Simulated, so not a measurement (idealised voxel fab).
process module | voxel transistor to metal
cross-section cut | 280 nm wide | cells 5 nm
A cross-section is a grid of square cells, given in bands from the top down. A band is one or more rows of cells.
Each band's line starts with the height of the band's top and of its bottom, in nm. Then come its materials from left to right, each with its width in nm. One material with "throughout" fills the band from edge to edge. "air" is empty space.
Height 0 is the level under which the wafer as received is all one material. The lowest band goes on downwards, as in "0 down".
A width such as "30 to 40" changes by the same amount from each row of cells to the next, from the band's top row to its bottom row.
"no change" after a step means that no cell of the cross-section changed.
closed voids: empty space of 8 cells or more with no open way to the top, each as width x height at its distance from the left edge, in nm
after a step's settings: what the simulator itself notes on the step
overlay nm, on a step with a mask: how far to the right of its planned place the mask lay; to the left if negative
plan
1 op RECEIVE | material Si
2 op OXIDIZE | depth nm 5
3 op CONFORMAL_DEP | material SiN | thk nm 15
4 op DIRECTIONAL_DEP | material aC | thk nm 10
5 op PATTERN | tone cover | mask id ACTIVE | material resist | width nm 100 | pitch nm 125 | thk nm 30 | overlay nm 0
6 op DIRECTIONAL_ETCH | etch materials aC | depth nm 10
7 op STRIP | etch materials resist
8 op DIRECTIONAL_ETCH | etch materials SiN | depth nm 15
9 op DIRECTIONAL_ETCH | etch materials SiO2 | depth nm 5
10 op DIRECTIONAL_ETCH | etch materials Si | depth nm 35
11 op STRIP | etch materials aC
12 op OXIDIZE | depth nm 5
13 op FILL_DEP | material SiO2 | thk nm 5
14 op CMP | height nm 15
15 op SELECTIVE_ETCH | etch materials SiO2 | depth nm 15
16 op STRIP | etch materials SiN
17 op SELECTIVE_ETCH | etch materials SiO2 | depth nm 5
18 op OXIDIZE | depth nm 5
19 op DIRECTIONAL_DEP | material polySi | thk nm 20
20 op DIRECTIONAL_DEP | material SiCN | thk nm 15
21 op DIRECTIONAL_DEP | material aC | thk nm 10
22 op PATTERN | tone cover | mask id GATE | material resist | width nm 20 | pitch nm 125 | thk nm 30 | overlay nm 0
23 op DIRECTIONAL_ETCH | etch materials aC | depth nm 10
24 op STRIP | etch materials resist
25 op DIRECTIONAL_ETCH | etch materials SiCN | depth nm 25
26 op DIRECTIONAL_ETCH | etch materials polySi | depth nm 30
27 op STRIP | etch materials aC
28 op CONFORMAL_DEP | material SiO2 | thk nm 5
29 op DIRECTIONAL_ETCH | etch materials SiO2 | depth nm 5
30 op CONFORMAL_DEP | material SiN | thk nm 10
31 op DIRECTIONAL_ETCH | etch materials SiN | depth nm 10
32 op DIRECTIONAL_ETCH | etch materials SiO2 | depth nm 5
33 op DIRECTIONAL_ETCH | etch materials Si | depth nm 5
34 op EPI | material SiGe | thk nm 10
35 op FILL_DEP | material SiO2 | thk nm 10
36 op CMP | height nm 30
37 op DIRECTIONAL_DEP | material SiO2 | thk nm 15
38 op DIRECTIONAL_DEP | material aC | thk nm 15
39 op PATTERN | tone open | mask id CONTACT | material resist | width nm 25 | thk nm 35 | overlay nm 0
40 op DIRECTIONAL_ETCH | etch materials aC | depth nm 15
41 op STRIP | etch materials resist
42 op DIRECTIONAL_ETCH | etch materials SiO2 | depth nm 50
43 op STRIP | etch materials aC
44 op CONFORMAL_DEP | material TiN | thk nm 5
45 op FILL_DEP | material Ru | thk nm 10
46 op CMP | height nm 45
47 op DIRECTIONAL_DEP | material TiN | thk nm 5
48 op DIRECTIONAL_DEP | material Ru | thk nm 15
49 op DIRECTIONAL_DEP | material aC | thk nm 10
50 op PATTERN | tone cover | mask id METAL_1 | material resist | width nm 15 | thk nm 25 | overlay nm 0
51 op DIRECTIONAL_ETCH | etch materials aC | depth nm 10
52 op STRIP | etch materials resist
53 op DIRECTIONAL_ETCH | etch materials Ru | depth nm 15
54 op DIRECTIONAL_ETCH | etch materials TiN | depth nm 5
55 op STRIP | etch materials aC
56 op CONFORMAL_DEP | material SiCN | thk nm 5
57 op FILL_DEP | material lowk | thk nm 10
58 op CMP | height nm 65
59 op CONFORMAL_DEP | material SiN | thk nm 5
first wafer, as planned
as received, after step 1
  0 down: Si throughout
  closed voids: none
after step 2
  0 to -5: SiO2 throughout
  below -5: unchanged
after step 3
  15 to 0: SiN throughout
  below 0: unchanged
after step 4
  25 to 15: aC throughout
  below 15: unchanged
after step 5
  55 to 25: air 25 | resist 100 | air 25 | resist 100 | air 30
  below 25: unchanged
after step 6
  45 to 25: air 25 | resist 100 | air 25 | resist 100 | air 30
  25 to 15: air 25 | aC 100 | air 25 | aC 100 | air 30
  below 15: unchanged
after step 7
  25 to 15: air 25 | aC 100 | air 25 | aC 100 | air 30
  below 15: unchanged
after step 8
  25 to 15: air 25 | aC 100 | air 25 | aC 100 | air 30
  15 to 0: air 25 | SiN 100 | air 25 | SiN 100 | air 30
  below 0: unchanged
after step 9
  25 to 15: air 25 | aC 100 | air 25 | aC 100 | air 30
  15 to 0: air 25 | SiN 100 | air 25 | SiN 100 | air 30
  0 to -5: air 25 | SiO2 100 | air 25 | SiO2 100 | air 30
  below -5: unchanged
after step 10
  25 to 15: air 25 | aC 100 | air 25 | aC 100 | air 30
  15 to 0: air 25 | SiN 100 | air 25 | SiN 100 | air 30
  0 to -5: air 25 | SiO2 100 | air 25 | SiO2 100 | air 30
  -5 to -40: air 25 | Si 100 | air 25 | Si 100 | air 30
  below -40: unchanged
after step 11
  15 to 0: air 25 | SiN 100 | air 25 | SiN 100 | air 30
  below 0: unchanged
after step 12
  15 to 0: air 25 | SiN 100 | air 25 | SiN 100 | air 30
  0 to -5: air 25 | SiO2 100 | air 25 | SiO2 100 | air 30
  -5 to -40: air 25 | SiO2 5 | Si 90 | SiO2 5 | air 25 | SiO2 5 | Si 90 | SiO2 5 | air 30
  -40 to -45: SiO2 30 | Si 90 | SiO2 35 | Si 90 | SiO2 35
  below -45: unchanged
after step 13
  20 to 15: SiO2 throughout
  15 to 0: SiO2 25 | SiN 100 | SiO2 25 | SiN 100 | SiO2 30
  0 to -5: SiO2 throughout
  -5 to -45: SiO2 30 | Si 90 | SiO2 35 | Si 90 | SiO2 35
  below -45: unchanged
after step 14
  15 to 0: SiO2 25 | SiN 100 | SiO2 25 | SiN 100 | SiO2 30
  below 0: unchanged
after step 15
  15 to 0: air 25 | SiN 100 | air 25 | SiN 100 | air 30
  below 0: unchanged
after step 16
  0 to -5: SiO2 throughout
  below -5: unchanged
after step 17
  -5 to -45: SiO2 30 | Si 90 | SiO2 35 | Si 90 | SiO2 35
  below -45: unchanged
after step 18
  -5 to -10: SiO2 throughout
  below -10: unchanged
after step 19
  15 to -5: polySi throughout
  below -5: unchanged
after step 20
  30 to 15: SiCN throughout
  below 15: unchanged
after step 21
  40 to 30: aC throughout
  below 30: unchanged
after step 22
  70 to 40: air 65 | resist 20 | air 105 | resist 20 | air 70
  below 40: unchanged
after step 23
  60 to 40: air 65 | resist 20 | air 105 | resist 20 | air 70
  40 to 30: air 65 | aC 20 | air 105 | aC 20 | air 70
  below 30: unchanged
after step 24
  40 to 30: air 65 | aC 20 | air 105 | aC 20 | air 70
  below 30: unchanged
after step 25
  40 to 30: air 65 | aC 20 | air 105 | aC 20 | air 70
  30 to 15: air 65 | SiCN 20 | air 105 | SiCN 20 | air 70
  below 15: unchanged
after step 26
  40 to 30: air 65 | aC 20 | air 105 | aC 20 | air 70
  30 to 15: air 65 | SiCN 20 | air 105 | SiCN 20 | air 70
  15 to -5: air 65 | polySi 20 | air 105 | polySi 20 | air 70
  below -5: unchanged
after step 27
  30 to 15: air 65 | SiCN 20 | air 105 | SiCN 20 | air 70
  below 15: unchanged
after step 28
  35 to 30: air 60 | SiO2 30 | air 95 | SiO2 30 | air 65
  30 to 15: air 60 | SiO2 5 | SiCN 20 | SiO2 5 | air 95 | SiO2 5 | SiCN 20 | SiO2 5 | air 65
  15 to 0: air 60 | SiO2 5 | polySi 20 | SiO2 5 | air 95 | SiO2 5 | polySi 20 | SiO2 5 | air 65
  0 to -5: SiO2 65 | polySi 20 | SiO2 105 | polySi 20 | SiO2 70
  below -5: unchanged
after step 29
  30 to 15: air 60 | SiO2 5 | SiCN 20 | SiO2 5 | air 95 | SiO2 5 | SiCN 20 | SiO2 5 | air 65
  15 to -5: air 60 | SiO2 5 | polySi 20 | SiO2 5 | air 95 | SiO2 5 | polySi 20 | SiO2 5 | air 65
  below -5: unchanged
after step 30
  40 to 30: air 50 | SiN 50 | air 75 | SiN 50 | air 55
  30 to 15: air 50 | SiN 10 | SiO2 5 | SiCN 20 | SiO2 5 | SiN 10 | air 75 | SiN 10 | SiO2 5 | SiCN 20 | SiO2 5 | SiN 10 | air 55
  15 to 5: air 50 | SiN 10 | SiO2 5 | polySi 20 | SiO2 5 | SiN 10 | air 75 | SiN 10 | SiO2 5 | polySi 20 | SiO2 5 | SiN 10 | air 55
  5 to -5: SiN 60 | SiO2 5 | polySi 20 | SiO2 5 | SiN 95 | SiO2 5 | polySi 20 | SiO2 5 | SiN 65
  below -5: unchanged
after step 31
  30 to 15: air 50 | SiN 10 | SiO2 5 | SiCN 20 | SiO2 5 | SiN 10 | air 75 | SiN 10 | SiO2 5 | SiCN 20 | SiO2 5 | SiN 10 | air 55
  15 to -5: air 50 | SiN 10 | SiO2 5 | polySi 20 | SiO2 5 | SiN 10 | air 75 | SiN 10 | SiO2 5 | polySi 20 | SiO2 5 | SiN 10 | air 55
  below -5: unchanged
after step 32
  30 to 25: air 50 | SiN 10 | air 5 | SiCN 20 | air 5 | SiN 10 | air 75 | SiN 10 | air 5 | SiCN 20 | air 5 | SiN 10 | air 55
  25 to 15: air 50 | SiN 10 | SiO2 5 | SiCN 20 | SiO2 5 | SiN 10 | air 75 | SiN 10 | SiO2 5 | SiCN 20 | SiO2 5 | SiN 10 | air 55
  15 to -5: air 50 | SiN 10 | SiO2 5 | polySi 20 | SiO2 5 | SiN 10 | air 75 | SiN 10 | SiO2 5 | polySi 20 | SiO2 5 | SiN 10 | air 55
  -5 to -10: air 50 | SiO2 50 | air 75 | SiO2 50 | air 55
  below -10: unchanged
after step 33
  30 to 25: air 50 | SiN 10 | air 5 | SiCN 20 | air 5 | SiN 10 | air 75 | SiN 10 | air 5 | SiCN 20 | air 5 | SiN 10 | air 55
  25 to 15: air 50 | SiN 10 | SiO2 5 | SiCN 20 | SiO2 5 | SiN 10 | air 75 | SiN 10 | SiO2 5 | SiCN 20 | SiO2 5 | SiN 10 | air 55
  15 to -5: air 50 | SiN 10 | SiO2 5 | polySi 20 | SiO2 5 | SiN 10 | air 75 | SiN 10 | SiO2 5 | polySi 20 | SiO2 5 | SiN 10 | air 55
  -5 to -10: air 50 | SiO2 50 | air 75 | SiO2 50 | air 55
  -10 to -15: SiO2 30 | air 20 | Si 50 | air 20 | SiO2 35 | air 20 | Si 50 | air 20 | SiO2 35
  below -15: unchanged
after step 34
  30 to 25: air 50 | SiN 10 | air 5 | SiCN 20 | air 5 | SiN 10 | air 75 | SiN 10 | air 5 | SiCN 20 | air 5 | SiN 10 | air 55
  25 to 15: air 50 | SiN 10 | SiO2 5 | SiCN 20 | SiO2 5 | SiN 10 | air 75 | SiN 10 | SiO2 5 | SiCN 20 | SiO2 5 | SiN 10 | air 55
  15 to 0: air 50 | SiN 10 | SiO2 5 | polySi 20 | SiO2 5 | SiN 10 | air 75 | SiN 10 | SiO2 5 | polySi 20 | SiO2 5 | SiN 10 | air 55
  0 to -5: air 40 | SiGe 10 | SiN 10 | SiO2 5 | polySi 20 | SiO2 5 | SiN 10 | SiGe 10 | air 55 | SiGe 10 | SiN 10 | SiO2 5 | polySi 20 | SiO2 5 | SiN 10 | SiGe 10 | air 45
  -5 to -10: air 25 | SiGe 25 | SiO2 50 | SiGe 25 | air 25 | SiGe 25 | SiO2 50 | SiGe 25 | air 30
  -10 to -15: SiO2 30 | SiGe 20 | Si 50 | SiGe 20 | SiO2 35 | SiGe 20 | Si 50 | SiGe 20 | SiO2 35
  below -15: unchanged
after step 35
  40 to 30: SiO2 throughout
  30 to 15: SiO2 50 | SiN 10 | SiO2 5 | SiCN 20 | SiO2 5 | SiN 10 | SiO2 75 | SiN 10 | SiO2 5 | SiCN 20 | SiO2 5 | SiN 10 | SiO2 55
  15 to 0: SiO2 50 | SiN 10 | SiO2 5 | polySi 20 | SiO2 5 | SiN 10 | SiO2 75 | SiN 10 | SiO2 5 | polySi 20 | SiO2 5 | SiN 10 | SiO2 55
  0 to -5: SiO2 40 | SiGe 10 | SiN 10 | SiO2 5 | polySi 20 | SiO2 5 | SiN 10 | SiGe 10 | SiO2 55 | SiGe 10 | SiN 10 | SiO2 5 | polySi 20 | SiO2 5 | SiN 10 | SiGe 10 | SiO2 45
  -5 to -10: SiO2 25 | SiGe 25 | SiO2 50 | SiGe 25 | SiO2 25 | SiGe 25 | SiO2 50 | SiGe 25 | SiO2 30
  below -10: unchanged
after step 36
  30 to 15: SiO2 50 | SiN 10 | SiO2 5 | SiCN 20 | SiO2 5 | SiN 10 | SiO2 75 | SiN 10 | SiO2 5 | SiCN 20 | SiO2 5 | SiN 10 | SiO2 55
  below 15: unchanged
after step 37
  45 to 30: SiO2 throughout
  below 30: unchanged
after step 38
  60 to 45: aC throughout
  below 45: unchanged
after step 39
  95 to 60: resist 35 | air 25 | resist 30 | air 25 | resist 45 | air 25 | resist 30 | air 25 | resist 40
  below 60: unchanged
after step 40
  80 to 60: resist 35 | air 25 | resist 30 | air 25 | resist 45 | air 25 | resist 30 | air 25 | resist 40
  60 to 45: aC 35 | air 25 | aC 30 | air 25 | aC 45 | air 25 | aC 30 | air 25 | aC 40
  below 45: unchanged
after step 41
  60 to 45: aC 35 | air 25 | aC 30 | air 25 | aC 45 | air 25 | aC 30 | air 25 | aC 40
  below 45: unchanged
after step 42
  60 to 45: aC 35 | air 25 | aC 30 | air 25 | aC 45 | air 25 | aC 30 | air 25 | aC 40
  45 to 30: SiO2 35 | air 25 | SiO2 30 | air 25 | SiO2 45 | air 25 | SiO2 30 | air 25 | SiO2 40
  30 to 15: SiO2 35 | air 15 | SiN 10 | SiO2 5 | SiCN 20 | SiO2 5 | SiN 10 | air 15 | SiO2 45 | air 15 | SiN 10 | SiO2 5 | SiCN 20 | SiO2 5 | SiN 10 | air 15 | SiO2 40
  15 to 0: SiO2 35 | air 15 | SiN 10 | SiO2 5 | polySi 20 | SiO2 5 | SiN 10 | air 15 | SiO2 45 | air 15 | SiN 10 | SiO2 5 | polySi 20 | SiO2 5 | SiN 10 | air 15 | SiO2 40
  0 to -5: SiO2 35 | air 5 | SiGe 10 | SiN 10 | SiO2 5 | polySi 20 | SiO2 5 | SiN 10 | SiGe 10 | air 5 | SiO2 45 | air 5 | SiGe 10 | SiN 10 | SiO2 5 | polySi 20 | SiO2 5 | SiN 10 | SiGe 10 | air 5 | SiO2 40
  below -5: unchanged
after step 43
  45 to 30: SiO2 35 | air 25 | SiO2 30 | air 25 | SiO2 45 | air 25 | SiO2 30 | air 25 | SiO2 40
  below 30: unchanged
after step 44
  50 to 45: TiN 40 | air 15 | TiN 40 | air 15 | TiN 55 | air 15 | TiN 40 | air 15 | TiN 45
  45 to 35: SiO2 35 | TiN 5 | air 15 | TiN 5 | SiO2 30 | TiN 5 | air 15 | TiN 5 | SiO2 45 | TiN 5 | air 15 | TiN 5 | SiO2 30 | TiN 5 | air 15 | TiN 5 | SiO2 40
  35 to 30: SiO2 35 | TiN 5 | air 5 | TiN 15 | SiO2 30 | TiN 15 | air 5 | TiN 5 | SiO2 45 | TiN 5 | air 5 | TiN 15 | SiO2 30 | TiN 15 | air 5 | TiN 5 | SiO2 40
  30 to 15: SiO2 35 | TiN 5 | air 5 | TiN 5 | SiN 10 | SiO2 5 | SiCN 20 | SiO2 5 | SiN 10 | TiN 5 | air 5 | TiN 5 | SiO2 45 | TiN 5 | air 5 | TiN 5 | SiN 10 | SiO2 5 | SiCN 20 | SiO2 5 | SiN 10 | TiN 5 | air 5 | TiN 5 | SiO2 40
  15 to 5: SiO2 35 | TiN 5 | air 5 | TiN 5 | SiN 10 | SiO2 5 | polySi 20 | SiO2 5 | SiN 10 | TiN 5 | air 5 | TiN 5 | SiO2 45 | TiN 5 | air 5 | TiN 5 | SiN 10 | SiO2 5 | polySi 20 | SiO2 5 | SiN 10 | TiN 5 | air 5 | TiN 5 | SiO2 40
  5 to 0: SiO2 35 | TiN 15 | SiN 10 | SiO2 5 | polySi 20 | SiO2 5 | SiN 10 | TiN 15 | SiO2 45 | TiN 15 | SiN 10 | SiO2 5 | polySi 20 | SiO2 5 | SiN 10 | TiN 15 | SiO2 40
  0 to -5: SiO2 35 | TiN 5 | SiGe 10 | SiN 10 | SiO2 5 | polySi 20 | SiO2 5 | SiN 10 | SiGe 10 | TiN 5 | SiO2 45 | TiN 5 | SiGe 10 | SiN 10 | SiO2 5 | polySi 20 | SiO2 5 | SiN 10 | SiGe 10 | TiN 5 | SiO2 40
  below -5: unchanged
after step 45
  60 to 50: Ru throughout
  50 to 45: TiN 40 | Ru 15 | TiN 40 | Ru 15 | TiN 55 | Ru 15 | TiN 40 | Ru 15 | TiN 45
  45 to 35: SiO2 35 | TiN 5 | Ru 15 | TiN 5 | SiO2 30 | TiN 5 | Ru 15 | TiN 5 | SiO2 45 | TiN 5 | Ru 15 | TiN 5 | SiO2 30 | TiN 5 | Ru 15 | TiN 5 | SiO2 40
  35 to 30: SiO2 35 | TiN 5 | Ru 5 | TiN 15 | SiO2 30 | TiN 15 | Ru 5 | TiN 5 | SiO2 45 | TiN 5 | Ru 5 | TiN 15 | SiO2 30 | TiN 15 | Ru 5 | TiN 5 | SiO2 40
  30 to 15: SiO2 35 | TiN 5 | Ru 5 | TiN 5 | SiN 10 | SiO2 5 | SiCN 20 | SiO2 5 | SiN 10 | TiN 5 | Ru 5 | TiN 5 | SiO2 45 | TiN 5 | Ru 5 | TiN 5 | SiN 10 | SiO2 5 | SiCN 20 | SiO2 5 | SiN 10 | TiN 5 | Ru 5 | TiN 5 | SiO2 40
  15 to 5: SiO2 35 | TiN 5 | Ru 5 | TiN 5 | SiN 10 | SiO2 5 | polySi 20 | SiO2 5 | SiN 10 | TiN 5 | Ru 5 | TiN 5 | SiO2 45 | TiN 5 | Ru 5 | TiN 5 | SiN 10 | SiO2 5 | polySi 20 | SiO2 5 | SiN 10 | TiN 5 | Ru 5 | TiN 5 | SiO2 40
  below 5: unchanged
after step 46
  45 to 35: SiO2 35 | TiN 5 | Ru 15 | TiN 5 | SiO2 30 | TiN 5 | Ru 15 | TiN 5 | SiO2 45 | TiN 5 | Ru 15 | TiN 5 | SiO2 30 | TiN 5 | Ru 15 | TiN 5 | SiO2 40
  below 35: unchanged
after step 47
  50 to 45: TiN throughout
  below 45: unchanged
after step 48
  65 to 50: Ru throughout
  below 50: unchanged
after step 49
  75 to 65: aC throughout
  below 65: unchanged
after step 50
  100 to 75: air 35 | resist 15 | air 50 | resist 15 | air 45 | resist 15 | air 50 | resist 15 | air 40
  below 75: unchanged
after step 51
  90 to 75: air 35 | resist 15 | air 50 | resist 15 | air 45 | resist 15 | air 50 | resist 15 | air 40
  75 to 65: air 35 | aC 15 | air 50 | aC 15 | air 45 | aC 15 | air 50 | aC 15 | air 40
  below 65: unchanged
after step 52
  75 to 65: air 35 | aC 15 | air 50 | aC 15 | air 45 | aC 15 | air 50 | aC 15 | air 40
  below 65: unchanged
after step 53
  75 to 65: air 35 | aC 15 | air 50 | aC 15 | air 45 | aC 15 | air 50 | aC 15 | air 40
  65 to 50: air 35 | Ru 15 | air 50 | Ru 15 | air 45 | Ru 15 | air 50 | Ru 15 | air 40
  below 50: unchanged
after step 54
  75 to 65: air 35 | aC 15 | air 50 | aC 15 | air 45 | aC 15 | air 50 | aC 15 | air 40
  65 to 50: air 35 | Ru 15 | air 50 | Ru 15 | air 45 | Ru 15 | air 50 | Ru 15 | air 40
  50 to 45: air 35 | TiN 15 | air 50 | TiN 15 | air 45 | TiN 15 | air 50 | TiN 15 | air 40
  below 45: unchanged
after step 55
  65 to 50: air 35 | Ru 15 | air 50 | Ru 15 | air 45 | Ru 15 | air 50 | Ru 15 | air 40
  below 50: unchanged
after step 56
  70 to 65: air 30 | SiCN 25 | air 40 | SiCN 25 | air 35 | SiCN 25 | air 40 | SiCN 25 | air 35
  65 to 50: air 30 | SiCN 5 | Ru 15 | SiCN 5 | air 40 | SiCN 5 | Ru 15 | SiCN 5 | air 35 | SiCN 5 | Ru 15 | SiCN 5 | air 40 | SiCN 5 | Ru 15 | SiCN 5 | air 35
  50 to 45: SiCN 35 | TiN 15 | SiCN 50 | TiN 15 | SiCN 45 | TiN 15 | SiCN 50 | TiN 15 | SiCN 40
  below 45: unchanged
after step 57
  80 to 70: lowk throughout
  70 to 65: lowk 30 | SiCN 25 | lowk 40 | SiCN 25 | lowk 35 | SiCN 25 | lowk 40 | SiCN 25 | lowk 35
  65 to 50: lowk 30 | SiCN 5 | Ru 15 | SiCN 5 | lowk 40 | SiCN 5 | Ru 15 | SiCN 5 | lowk 35 | SiCN 5 | Ru 15 | SiCN 5 | lowk 40 | SiCN 5 | Ru 15 | SiCN 5 | lowk 35
  below 50: unchanged
after step 58
  65 to 50: lowk 30 | SiCN 5 | Ru 15 | SiCN 5 | lowk 40 | SiCN 5 | Ru 15 | SiCN 5 | lowk 35 | SiCN 5 | Ru 15 | SiCN 5 | lowk 40 | SiCN 5 | Ru 15 | SiCN 5 | lowk 35
  below 50: unchanged
after step 59
  70 to 65: SiN throughout
  below 65: unchanged
second wafer: like start, like plan, one mistake. Through step 38 it matches the first wafer
when step 39 should have ended
  95 to 60: resist 30 | air 35 | resist 20 | air 35 | resist 35 | air 35 | resist 20 | air 35 | resist 35
  below 60: unchanged
when step 40 should have ended
  80 to 60: resist 30 | air 35 | resist 20 | air 35 | resist 35 | air 35 | resist 20 | air 35 | resist 35
  60 to 45: aC 30 | air 35 | aC 20 | air 35 | aC 35 | air 35 | aC 20 | air 35 | aC 35
  below 45: unchanged
when step 41 should have ended
  60 to 45: aC 30 | air 35 | aC 20 | air 35 | aC 35 | air 35 | aC 20 | air 35 | aC 35
  below 45: unchanged
when step 42 should have ended
  60 to 45: aC 30 | air 35 | aC 20 | air 35 | aC 35 | air 35 | aC 20 | air 35 | aC 35
  45 to 30: SiO2 30 | air 35 | SiO2 20 | air 35 | SiO2 35 | air 35 | SiO2 20 | air 35 | SiO2 35
  30 to 15: SiO2 30 | air 20 | SiN 10 | air 5 | SiCN 20 | air 5 | SiN 10 | air 20 | SiO2 35 | air 20 | SiN 10 | air 5 | SiCN 20 | air 5 | SiN 10 | air 20 | SiO2 35
  15 to 0: SiO2 30 | air 20 | SiN 10 | air 5 | polySi 20 | air 5 | SiN 10 | air 20 | SiO2 35 | air 20 | SiN 10 | air 5 | polySi 20 | air 5 | SiN 10 | air 20 | SiO2 35
  0 to -5: SiO2 30 | air 10 | SiGe 10 | SiN 10 | air 5 | polySi 20 | air 5 | SiN 10 | SiGe 10 | air 10 | SiO2 35 | air 10 | SiGe 10 | SiN 10 | air 5 | polySi 20 | air 5 | SiN 10 | SiGe 10 | air 10 | SiO2 35
  below -5: unchanged
when step 43 should have ended
  45 to 30: SiO2 30 | air 35 | SiO2 20 | air 35 | SiO2 35 | air 35 | SiO2 20 | air 35 | SiO2 35
  below 30: unchanged
when step 44 should have ended
  50 to 45: TiN 35 | air 25 | TiN 30 | air 25 | TiN 45 | air 25 | TiN 30 | air 25 | TiN 40
  45 to 35: SiO2 30 | TiN 5 | air 25 | TiN 5 | SiO2 20 | TiN 5 | air 25 | TiN 5 | SiO2 35 | TiN 5 | air 25 | TiN 5 | SiO2 20 | TiN 5 | air 25 | TiN 5 | SiO2 35
  35 to 30: SiO2 30 | TiN 5 | air 10 | TiN 20 | SiO2 20 | TiN 20 | air 10 | TiN 5 | SiO2 35 | TiN 5 | air 10 | TiN 20 | SiO2 20 | TiN 20 | air 10 | TiN 5 | SiO2 35
  30 to 15: SiO2 30 | TiN 5 | air 10 | TiN 5 | SiN 10 | TiN 5 | SiCN 20 | TiN 5 | SiN 10 | TiN 5 | air 10 | TiN 5 | SiO2 35 | TiN 5 | air 10 | TiN 5 | SiN 10 | TiN 5 | SiCN 20 | TiN 5 | SiN 10 | TiN 5 | air 10 | TiN 5 | SiO2 35
  15 to 5: SiO2 30 | TiN 5 | air 10 | TiN 5 | SiN 10 | TiN 5 | polySi 20 | TiN 5 | SiN 10 | TiN 5 | air 10 | TiN 5 | SiO2 35 | TiN 5 | air 10 | TiN 5 | SiN 10 | TiN 5 | polySi 20 | TiN 5 | SiN 10 | TiN 5 | air 10 | TiN 5 | SiO2 35
  5 to 0: SiO2 30 | TiN 20 | SiN 10 | TiN 5 | polySi 20 | TiN 5 | SiN 10 | TiN 20 | SiO2 35 | TiN 20 | SiN 10 | TiN 5 | polySi 20 | TiN 5 | SiN 10 | TiN 20 | SiO2 35
  0 to -5: SiO2 30 | TiN 10 | SiGe 10 | SiN 10 | TiN 5 | polySi 20 | TiN 5 | SiN 10 | SiGe 10 | TiN 10 | SiO2 35 | TiN 10 | SiGe 10 | SiN 10 | TiN 5 | polySi 20 | TiN 5 | SiN 10 | SiGe 10 | TiN 10 | SiO2 35
  below -5: unchanged
when step 45 should have ended
  60 to 50: Ru throughout
  50 to 45: TiN 35 | Ru 25 | TiN 30 | Ru 25 | TiN 45 | Ru 25 | TiN 30 | Ru 25 | TiN 40
  45 to 35: SiO2 30 | TiN 5 | Ru 25 | TiN 5 | SiO2 20 | TiN 5 | Ru 25 | TiN 5 | SiO2 35 | TiN 5 | Ru 25 | TiN 5 | SiO2 20 | TiN 5 | Ru 25 | TiN 5 | SiO2 35
  35 to 30: SiO2 30 | TiN 5 | Ru 10 | TiN 20 | SiO2 20 | TiN 20 | Ru 10 | TiN 5 | SiO2 35 | TiN 5 | Ru 10 | TiN 20 | SiO2 20 | TiN 20 | Ru 10 | TiN 5 | SiO2 35
  30 to 15: SiO2 30 | TiN 5 | Ru 10 | TiN 5 | SiN 10 | TiN 5 | SiCN 20 | TiN 5 | SiN 10 | TiN 5 | Ru 10 | TiN 5 | SiO2 35 | TiN 5 | Ru 10 | TiN 5 | SiN 10 | TiN 5 | SiCN 20 | TiN 5 | SiN 10 | TiN 5 | Ru 10 | TiN 5 | SiO2 35
  15 to 5: SiO2 30 | TiN 5 | Ru 10 | TiN 5 | SiN 10 | TiN 5 | polySi 20 | TiN 5 | SiN 10 | TiN 5 | Ru 10 | TiN 5 | SiO2 35 | TiN 5 | Ru 10 | TiN 5 | SiN 10 | TiN 5 | polySi 20 | TiN 5 | SiN 10 | TiN 5 | Ru 10 | TiN 5 | SiO2 35
  below 5: unchanged
when step 46 should have ended
  45 to 35: SiO2 30 | TiN 5 | Ru 25 | TiN 5 | SiO2 20 | TiN 5 | Ru 25 | TiN 5 | SiO2 35 | TiN 5 | Ru 25 | TiN 5 | SiO2 20 | TiN 5 | Ru 25 | TiN 5 | SiO2 35
  below 35: unchanged
when step 47 should have ended
  50 to 45: TiN throughout
  below 45: unchanged
when step 48 should have ended
  65 to 50: Ru throughout
  below 50: unchanged
when step 49 should have ended
  75 to 65: aC throughout
  below 65: unchanged
when step 50 should have ended
  100 to 75: air 35 | resist 15 | air 50 | resist 15 | air 45 | resist 15 | air 50 | resist 15 | air 40
  below 75: unchanged
when step 51 should have ended
  90 to 75: air 35 | resist 15 | air 50 | resist 15 | air 45 | resist 15 | air 50 | resist 15 | air 40
  75 to 65: air 35 | aC 15 | air 50 | aC 15 | air 45 | aC 15 | air 50 | aC 15 | air 40
  below 65: unchanged
when step 52 should have ended
  75 to 65: air 35 | aC 15 | air 50 | aC 15 | air 45 | aC 15 | air 50 | aC 15 | air 40
  below 65: unchanged
when step 53 should have ended
  75 to 65: air 35 | aC 15 | air 50 | aC 15 | air 45 | aC 15 | air 50 | aC 15 | air 40
  65 to 50: air 35 | Ru 15 | air 50 | Ru 15 | air 45 | Ru 15 | air 50 | Ru 15 | air 40
  below 50: unchanged
when step 54 should have ended
  75 to 65: air 35 | aC 15 | air 50 | aC 15 | air 45 | aC 15 | air 50 | aC 15 | air 40
  65 to 50: air 35 | Ru 15 | air 50 | Ru 15 | air 45 | Ru 15 | air 50 | Ru 15 | air 40
  50 to 45: air 35 | TiN 15 | air 50 | TiN 15 | air 45 | TiN 15 | air 50 | TiN 15 | air 40
  below 45: unchanged
when step 55 should have ended
  65 to 50: air 35 | Ru 15 | air 50 | Ru 15 | air 45 | Ru 15 | air 50 | Ru 15 | air 40
  below 50: unchanged
when step 56 should have ended
  70 to 65: air 30 | SiCN 25 | air 40 | SiCN 25 | air 35 | SiCN 25 | air 40 | SiCN 25 | air 35
  65 to 50: air 30 | SiCN 5 | Ru 15 | SiCN 5 | air 40 | SiCN 5 | Ru 15 | SiCN 5 | air 35 | SiCN 5 | Ru 15 | SiCN 5 | air 40 | SiCN 5 | Ru 15 | SiCN 5 | air 35
  50 to 45: SiCN 35 | TiN 15 | SiCN 50 | TiN 15 | SiCN 45 | TiN 15 | SiCN 50 | TiN 15 | SiCN 40
  below 45: unchanged
when step 57 should have ended
  80 to 70: lowk throughout
  70 to 65: lowk 30 | SiCN 25 | lowk 40 | SiCN 25 | lowk 35 | SiCN 25 | lowk 40 | SiCN 25 | lowk 35
  65 to 50: lowk 30 | SiCN 5 | Ru 15 | SiCN 5 | lowk 40 | SiCN 5 | Ru 15 | SiCN 5 | lowk 35 | SiCN 5 | Ru 15 | SiCN 5 | lowk 40 | SiCN 5 | Ru 15 | SiCN 5 | lowk 35
  below 50: unchanged
when step 58 should have ended
  65 to 50: lowk 30 | SiCN 5 | Ru 15 | SiCN 5 | lowk 40 | SiCN 5 | Ru 15 | SiCN 5 | lowk 35 | SiCN 5 | Ru 15 | SiCN 5 | lowk 40 | SiCN 5 | Ru 15 | SiCN 5 | lowk 35
  below 50: unchanged
when step 59 should have ended
  70 to 65: SiN throughout
  below 65: unchanged
what went wrong: step 39 ran as: op PATTERN | tone open | mask id CONTACT | material resist | width nm 35 | thk nm 35 | overlay nm 0
at the end the second wafer has, in cells: 40 more of Ru | 80 fewer of SiO2 | 40 more of TiN
